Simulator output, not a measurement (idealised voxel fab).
The process module that follows is named voxel local oxidation.
Pictured: cross-section cut, 170 nm wide, on a grid of 5 nm square cells.
The cross-sections in this document take the form of a grid made of square cells. They are written out as bands, in order from top to bottom. Each band consists of one or more rows of cells.
Top height, bottom height, nm. Materials left to right, width each, nm. Single material + "throughout" = fills band edge to edge. "blank" = empty.
Note: height 0 marks the level under which the wafer is uniformly one material as received. Lowest band unbounded below, written "0 nm and below".
It should be noted that a width expressed as "30->40" varies in equal increments from row to row of cells within the band, taking the value of the first number at the top row and that of the second number at the bottom row.
No cell of the cross-section changed in a step that is given as "remained unchanged".
Look at "Voids lacking openings" for the closed voids: empty spaces with no open path to the top, sized 8 cells or up. Each is width x height at distance, distance from the left edge, all nm.
Text after the settings on a step's line: the simulator's own remark on that step.
Steps that use a mask can have "overlay nm" on their line. It says how far the mask sat to the right of where it was meant to be. Negative means to the left.

Listed below are the process steps as planned:
step 1: RECEIVE | material Si
step 2: OXIDIZE | depth nm 5
step 3: CONFORMAL_DEP | material SiN | thk nm 10
step 4: MASKED_ETCH | tone cover | mask id ACTIVE | width nm 100 | etch materials SiN | depth nm 10 | overlay nm 0
step 5: SELECTIVE_ETCH | etch materials SiO2 | depth nm 5
step 6: OXIDIZE | depth nm 10
step 7: STRIP | etch materials SiN
varied across the wafers: depth nm of step 5. The plan shows the first wafer's value. All wafers start alike

Received condition of the first of several wafers, sectioned: post-step 1:
0 nm and below  Si throughout
Voids lacking openings: none

Each row below is a wafer at the end of the module, listing for every material the number of cells it has gained (+) or lost (-) since it was received, followed by its closed voids:
depth nm 5; -74 Si; +58 SiO2; Voids lacking openings: none
depth nm 10; -78 Si; +60 SiO2; Voids lacking openings: none
depth nm 15; -82 Si; +62 SiO2; Voids lacking openings: none
depth nm 20; -86 Si; +64 SiO2; Voids lacking openings: none
